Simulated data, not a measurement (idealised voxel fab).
You're looking at the process module voxel gate over fins.
cross-section cut | 230 nm wide | cells 5 nm
This document writes a cross-section as a grid whose cells are square, and gives it as bands, listed from the top down; one or more rows of cells form a band.
A band entry consists of two parts. The first gives the height of the band's top and the height of its bottom, in nm. The rest lists the band's materials from left to right, each with its width in nm. A single material labelled with the word "edge to edge" fills the band from edge to edge, and the word "air" marks empty space.
Heights are reckoned from 0. Under this level, the received wafer is all of one material. The bottommost band is open-ended downward, for example "0 nm and below".
The notation "30->40" denotes a width that varies across the rows of cells in the band, beginning at the first number in the top row, finishing at the second number in the bottom row, and changing by an identical amount from each row to the next.
Where a step carries "nothing got changed", the cross-section came out of it unchanged, cell for cell.
"Voids lacking openings" lists enclosed empty spaces (at least 8 cells, no open path upward to the top), each as width x height at distance from the left edge, in nm.
On a step's line, text after the settings is the simulator commenting on that step.
"overlay nm" on a masked step: distance the mask lay right of its planned place, negative for left.
### This section lists the process steps that were planned
| 1 | RECEIVE with material Si |
| 2 | CONFORMAL_DEP with material SiN, thk nm 5 |
| 3 | MASKED_ETCH with tone cover, mask id FINS, width nm 15, pitch nm 45, etch materials SiN, depth nm 5, overlay nm 0 |
| 4 | MASKED_ETCH with tone cover, mask id FINS, width nm 15, pitch nm 45, etch materials Si, depth nm 40, overlay nm -15 |
| 5 | FILL_DEP with material SiO2, thk nm 5 |
| 6 | CMP with height nm 5 |
| 7 | SELECTIVE_ETCH with etch materials SiO2, depth nm 15 |
| 8 | STRIP with etch materials SiN |
| 9 | CONFORMAL_DEP with material HfO2, thk nm 5 |
| 10 | CONFORMAL_DEP with material TiN, thk nm 5 |
| 11 | FILL_DEP with material W, thk nm 10 |
| 12 | CMP with height nm 15 |
| 13 | CONFORMAL_DEP with material SiCN, thk nm 5 |
The wafers are alike at the start. At step 4, their overlay nm differs. The plan lists the first wafer's value.
### Here's the first of the wafers in cross-section, just as we got it, i.e. after step 1
  0 nm and below = Si edge to edge
  Voids lacking openings: none
### The table below has one row for each wafer; a row shows, as of the end of the module, how many cells of each material the wafer has gained, marked (+), or lost, marked (-), since it was received, and then the wafer's closed voids
overlay nm -15 | +54 HfO2 | -272 Si | +46 SiCN | +204 SiO2 | +52 TiN | +100 W | Voids lacking openings: none
overlay nm -10 | +54 HfO2 | -288 Si | +46 SiCN | +216 SiO2 | +54 TiN | +102 W | Voids lacking openings: none
overlay nm -5 | +54 HfO2 | -304 Si | +46 SiCN | +228 SiO2 | +54 TiN | +106 W | Voids lacking openings: none
overlay nm 0 | +54 HfO2 | -320 Si | +46 SiCN | +240 SiO2 | +54 TiN | +110 W | Voids lacking openings: none
overlay nm 5 | +54 HfO2 | -304 Si | +46 SiCN | +228 SiO2 | +54 TiN | +106 W | Voids lacking openings: none
overlay nm 10 | +54 HfO2 | -288 Si | +46 SiCN | +216 SiO2 | +54 TiN | +102 W | Voids lacking openings: none
overlay nm 15 | +54 HfO2 | -272 Si | +46 SiCN | +204 SiO2 | +52 TiN | +100 W | Voids lacking openings: none
